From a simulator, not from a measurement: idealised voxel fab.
process module | voxel self aligned vias
cross-section cut | 180 nm wide | cells 5 nm
A cross-section is a grid of square cells, given in bands from the top down. A band is one or more rows of cells.
Each band's line starts with the height of the band's top and of its bottom, in nm. Then come its materials from left to right, each with its width in nm. One material with "throughout" fills the band from edge to edge. "air" is empty space.
Height 0 is the level under which the wafer as received is all one material. The lowest band goes on downwards, as in "0 down".
A width such as "30 to 40" changes by the same amount from each row of cells to the next, from the band's top row to its bottom row.
"no change" after a step means that no cell of the cross-section changed.
closed voids: empty space of 8 cells or more with no open way to the top, each as width x height at its distance from the left edge, in nm
after a step's settings: what the simulator itself notes on the step
overlay nm, on a step with a mask: how far to the right of its planned place the mask lay; to the left if negative
plan
1 op RECEIVE | material Si
2 op CONFORMAL_DEP | material SiO2 | thk nm 15
3 op CONFORMAL_DEP | material SiCN | thk nm 5
4 op DIRECTIONAL_DEP | material SiO2 | thk nm 25
5 op PATTERN | tone open | mask id LINES | material resist | width nm 20 | pitch nm 70 | thk nm 20 | overlay nm 0
6 op DIRECTIONAL_ETCH | etch materials SiO2 | depth nm 25
7 op STRIP | etch materials resist
8 op CONFORMAL_DEP | material TiN | thk nm 5
9 op FILL_DEP | material Ru | thk nm 5
10 op CMP | height nm 45
11 op SELECTIVE_ETCH | etch materials W Ru TiN | depth nm 5
12 op FILL_DEP | material SiN | thk nm 5
13 op CMP | height nm 45
14 op DIRECTIONAL_DEP | material SiO2 | thk nm 15
15 op PATTERN | tone open | mask id VIAS | material resist | width nm 40 | pitch nm 70 | thk nm 20 | overlay nm 0
16 op DIRECTIONAL_ETCH | etch materials SiO2 | depth nm 15
17 op DIRECTIONAL_ETCH | etch materials SiN | depth nm 5
18 op STRIP | etch materials resist
19 op CONFORMAL_DEP | material TiN | thk nm 5
20 op FILL_DEP | material Cu | thk nm 10
21 op CMP | height nm 60
22 op CONFORMAL_DEP | material SiN | thk nm 5
as received, after step 1
  0 down: Si throughout
  closed voids: none
a wafer at the end: this start, this plan, one mistake
  65 to 60: SiN throughout
  60 to 45: TiN throughout
  45 to 40: SiO2 45 | SiN 20 | SiO2 50 | SiN 20 | SiO2 45
  40 to 25: SiO2 45 | TiN 5 | Ru 10 | TiN 5 | SiO2 50 | TiN 5 | Ru 10 | TiN 5 | SiO2 45
  25 to 20: SiO2 45 | TiN 20 | SiO2 50 | TiN 20 | SiO2 45
  20 to 15: SiCN throughout
  15 to 0: SiO2 throughout
  0 down: Si throughout
  closed voids: none
what went wrong: step 14 ran as: op DIRECTIONAL_DEP | material TiN | thk nm 15
